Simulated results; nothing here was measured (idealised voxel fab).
The process module that follows is named voxel gate over fins.
For reference, the cross-section in this document is cut, with width 145 nm and square cells of 5 nm.
We lay out every cross-section as a grid of square cells and spell it out in bands from the top down, where one band means one or more rows of cells. Band: top and bottom heights (nm) first, top before bottom; then materials from left to right, widths in nm. "edge to edge" marks a sole material filling the band edge to edge. "empty" denotes empty space. For the purposes of this specification, 0 denotes the height below which the wafer in its as-received condition is composed wholly of one material, and the lowermost band, lacking a lower limit, extends downward without end, as expressed in "from 0 down". Width spec "30 to 40" -> top row of cells at first value, bottom row at second value, equal per-row change in between. When a step is marked "no modification", none of the cells in the cross-section changed during that step. If an empty space has no open way to the top and is at least 8 cells in size, "Sealed internal cavities" lists it, written width x height at distance, where distance is measured from the left edge and every value is in nm. That trailing text on a step's line, after the settings, is the simulator's own remark on the step. overlay nm: step with mask; distance mask lay right of planned place; negative value = left of planned place.
Process steps foreseen in the plan:
step 1: RECEIVE,material Si
step 2: CONFORMAL_DEP,material SiN,thk nm 10
step 3: DIRECTIONAL_DEP,material aC,thk nm 15
step 4: PATTERN,tone cover,mask id FINS,material resist,width nm 15,pitch nm 40,thk nm 35,overlay nm 0
step 5: DIRECTIONAL_ETCH,etch materials aC,depth nm 15
step 6: STRIP,etch materials resist
step 7: DIRECTIONAL_ETCH,etch materials SiN,depth nm 10
step 8: DIRECTIONAL_ETCH,etch materials Si,depth nm 30
step 9: STRIP,etch materials aC
step 10: OXIDIZE,depth nm 5
step 11: FILL_DEP,material SiO2,thk nm 10
step 12: CMP,height nm 10
step 13: SELECTIVE_ETCH,etch materials SiO2,depth nm 25
step 14: STRIP,etch materials SiN
step 15: CONFORMAL_DEP,material HfO2,thk nm 5
step 16: CONFORMAL_DEP,material TiN,thk nm 5
step 17: FILL_DEP,material W,thk nm 10
step 18: CMP,height nm 15
step 19: CONFORMAL_DEP,material SiN,thk nm 5
What follows covers the first of two wafers; it ran as planned:
As received, after step 1:
  from 0 down: Si edge to edge
  Sealed internal cavities: none
The wafer, seen in cross-section, after step 2:
  from 10 to 0: SiN edge to edge
  Rest of section, below 0: as before.
The wafer, seen in cross-section, after step 3:
  from 25 to 10: aC edge to edge
  Rest of section, below 10: as before.
The wafer, seen in cross-section, after step 4:
  from 60 to 25: empty (25), then resist (15), then empty (25), then resist (15), then empty (25), then resist (15), then empty (25)
  Rest of section, below 25: as before.
The wafer, seen in cross-section, after step 5:
  from 45 to 25: empty (25), then resist (15), then empty (25), then resist (15), then empty (25), then resist (15), then empty (25)
  from 25 to 10: empty (25), then aC (15), then empty (25), then aC (15), then empty (25), then aC (15), then empty (25)
  Rest of section, below 10: as before.
The wafer, seen in cross-section, after step 6:
  from 25 to 10: empty (25), then aC (15), then empty (25), then aC (15), then empty (25), then aC (15), then empty (25)
  Rest of section, below 10: as before.
The wafer, seen in cross-section, after step 7:
  from 25 to 10: empty (25), then aC (15), then empty (25), then aC (15), then empty (25), then aC (15), then empty (25)
  from 10 to 0: empty (25), then SiN (15), then empty (25), then SiN (15), then empty (25), then SiN (15), then empty (25)
  Rest of section, below 0: as before.
The wafer, seen in cross-section, after step 8:
  from 25 to 10: empty (25), then aC (15), then empty (25), then aC (15), then empty (25), then aC (15), then empty (25)
  from 10 to 0: empty (25), then SiN (15), then empty (25), then SiN (15), then empty (25), then SiN (15), then empty (25)
  from 0 to -30: empty (25), then Si (15), then empty (25), then Si (15), then empty (25), then Si (15), then empty (25)
  Rest of section, below -30: as before.
The wafer, seen in cross-section, after step 9:
  from 10 to 0: empty (25), then SiN (15), then empty (25), then SiN (15), then empty (25), then SiN (15), then empty (25)
  Rest of section, below 0: as before.
The wafer, seen in cross-section, after step 10:
  from 10 to 0: empty (25), then SiN (15), then empty (25), then SiN (15), then empty (25), then SiN (15), then empty (25)
  from 0 to -30: empty (25), then SiO2 (5), then Si (5), then SiO2 (5), then empty (25), then SiO2 (5), then Si (5), then SiO2 (5), then empty (25), then SiO2 (5), then Si (5), then SiO2 (5), then empty (25)
  from -30 to -35: SiO2 (30), then Si (5), then SiO2 (35), then Si (5), then SiO2 (35), then Si (5), then SiO2 (30)
  Rest of section, below -35: as before.
The wafer, seen in cross-section, after step 11:
  from 20 to 10: SiO2 edge to edge
  from 10 to 0: SiO2 (25), then SiN (15), then SiO2 (25), then SiN (15), then SiO2 (25), then SiN (15), then SiO2 (25)
  from 0 to -35: SiO2 (30), then Si (5), then SiO2 (35), then Si (5), then SiO2 (35), then Si (5), then SiO2 (30)
  Rest of section, below -35: as before.
The wafer, seen in cross-section, after step 12:
  from 10 to 0: SiO2 (25), then SiN (15), then SiO2 (25), then SiN (15), then SiO2 (25), then SiN (15), then SiO2 (25)
  Rest of section, below 0: as before.
The wafer, seen in cross-section, after step 13:
  from 10 to 0: empty (25), then SiN (15), then empty (25), then SiN (15), then empty (25), then SiN (15), then empty (25)
  from 0 to -15: empty (30), then Si (5), then empty (35), then Si (5), then empty (35), then Si (5), then empty (30)
  Rest of section, below -15: as before.
The wafer, seen in cross-section, after step 14:
  from 0 to -15: empty (30), then Si (5), then empty (35), then Si (5), then empty (35), then Si (5), then empty (30)
  Rest of section, below -15: as before.
The wafer, seen in cross-section, after step 15:
  from 5 to 0: empty (25), then HfO2 (15), then empty (25), then HfO2 (15), then empty (25), then HfO2 (15), then empty (25)
  from 0 to -10: empty (25), then HfO2 (5), then Si (5), then HfO2 (5), then empty (25), then HfO2 (5), then Si (5), then HfO2 (5), then empty (25), then HfO2 (5), then Si (5), then HfO2 (5), then empty (25)
  from -10 to -15: HfO2 (30), then Si (5), then HfO2 (35), then Si (5), then HfO2 (35), then Si (5), then HfO2 (30)
  Rest of section, below -15: as before.
The wafer, seen in cross-section, after step 16:
  from 10 to 5: empty (20), then TiN (25), then empty (15), then TiN (25), then empty (15), then TiN (25), then empty (20)
  from 5 to 0: empty (20), then TiN (5), then HfO2 (15), then TiN (5), then empty (15), then TiN (5), then HfO2 (15), then TiN (5), then empty (15), then TiN (5), then HfO2 (15), then TiN (5), then empty (20)
  from 0 to -5: empty (20), then TiN (5), then HfO2 (5), then Si (5), then HfO2 (5), then TiN (5), then empty (15), then TiN (5), then HfO2 (5), then Si (5), then HfO2 (5), then TiN (5), then empty (15), then TiN (5), then HfO2 (5), then Si (5), then HfO2 (5), then TiN (5), then empty (20)
  from -5 to -10: TiN (25), then HfO2 (5), then Si (5), then HfO2 (5), then TiN (25), then HfO2 (5), then Si (5), then HfO2 (5), then TiN (25), then HfO2 (5), then Si (5), then HfO2 (5), then TiN (25)
  Rest of section, below -10: as before.
The wafer, seen in cross-section, after step 17:
  from 20 to 10: W edge to edge
  from 10 to 5: W (20), then TiN (25), then W (15), then TiN (25), then W (15), then TiN (25), then W (20)
  from 5 to 0: W (20), then TiN (5), then HfO2 (15), then TiN (5), then W (15), then TiN (5), then HfO2 (15), then TiN (5), then W (15), then TiN (5), then HfO2 (15), then TiN (5), then W (20)
  from 0 to -5: W (20), then TiN (5), then HfO2 (5), then Si (5), then HfO2 (5), then TiN (5), then W (15), then TiN (5), then HfO2 (5), then Si (5), then HfO2 (5), then TiN (5), then W (15), then TiN (5), then HfO2 (5), then Si (5), then HfO2 (5), then TiN (5), then W (20)
  Rest of section, below -5: as before.
The wafer, seen in cross-section, after step 18:
  from 15 to 10: W edge to edge
  Rest of section, below 10: as before.
The wafer, seen in cross-section, after step 19:
  from 20 to 15: SiN edge to edge
  Rest of section, below 15: as before.
The Second Wafer: Common Origin and Plan, One Mistake in Execution, Identical to the First Through Step 15:
Cross-section, second wafer, at the end time the plan gives for step 16:
  from 10 to 5: empty (20), then aC (25), then empty (15), then aC (25), then empty (15), then aC (25), then empty (20)
  from 5 to 0: empty (20), then aC (5), then HfO2 (15), then aC (5), then empty (15), then aC (5), then HfO2 (15), then aC (5), then empty (15), then aC (5), then HfO2 (15), then aC (5), then empty (20)
  from 0 to -5: empty (20), then aC (5), then HfO2 (5), then Si (5), then HfO2 (5), then aC (5), then empty (15), then aC (5), then HfO2 (5), then Si (5), then HfO2 (5), then aC (5), then empty (15), then aC (5), then HfO2 (5), then Si (5), then HfO2 (5), then aC (5), then empty (20)
  from -5 to -10: aC (25), then HfO2 (5), then Si (5), then HfO2 (5), then aC (25), then HfO2 (5), then Si (5), then HfO2 (5), then aC (25), then HfO2 (5), then Si (5), then HfO2 (5), then aC (25)
  Rest of section, below -10: as before.
Cross-section, second wafer, at the end time the plan gives for step 17:
  from 20 to 10: W edge to edge
  from 10 to 5: W (20), then aC (25), then W (15), then aC (25), then W (15), then aC (25), then W (20)
  from 5 to 0: W (20), then aC (5), then HfO2 (15), then aC (5), then W (15), then aC (5), then HfO2 (15), then aC (5), then W (15), then aC (5), then HfO2 (15), then aC (5), then W (20)
  from 0 to -5: W (20), then aC (5), then HfO2 (5), then Si (5), then HfO2 (5), then aC (5), then W (15), then aC (5), then HfO2 (5), then Si (5), then HfO2 (5), then aC (5), then W (15), then aC (5), then HfO2 (5), then Si (5), then HfO2 (5), then aC (5), then W (20)
  Rest of section, below -5: as before.
Cross-section, second wafer, at the end time the plan gives for step 18:
  from 15 to 10: W edge to edge
  Rest of section, below 10: as before.
Cross-section, second wafer, at the end time the plan gives for step 19:
  from 20 to 15: SiN edge to edge
  Rest of section, below 15: as before.
Run error: step 16 off recipe, ran as CONFORMAL_DEP,material aC,thk nm 5
Per the end-of-run cell counts, the second wafer holds more or fewer of some materials than the first: TiN: 47 fewer | aC: 47 more
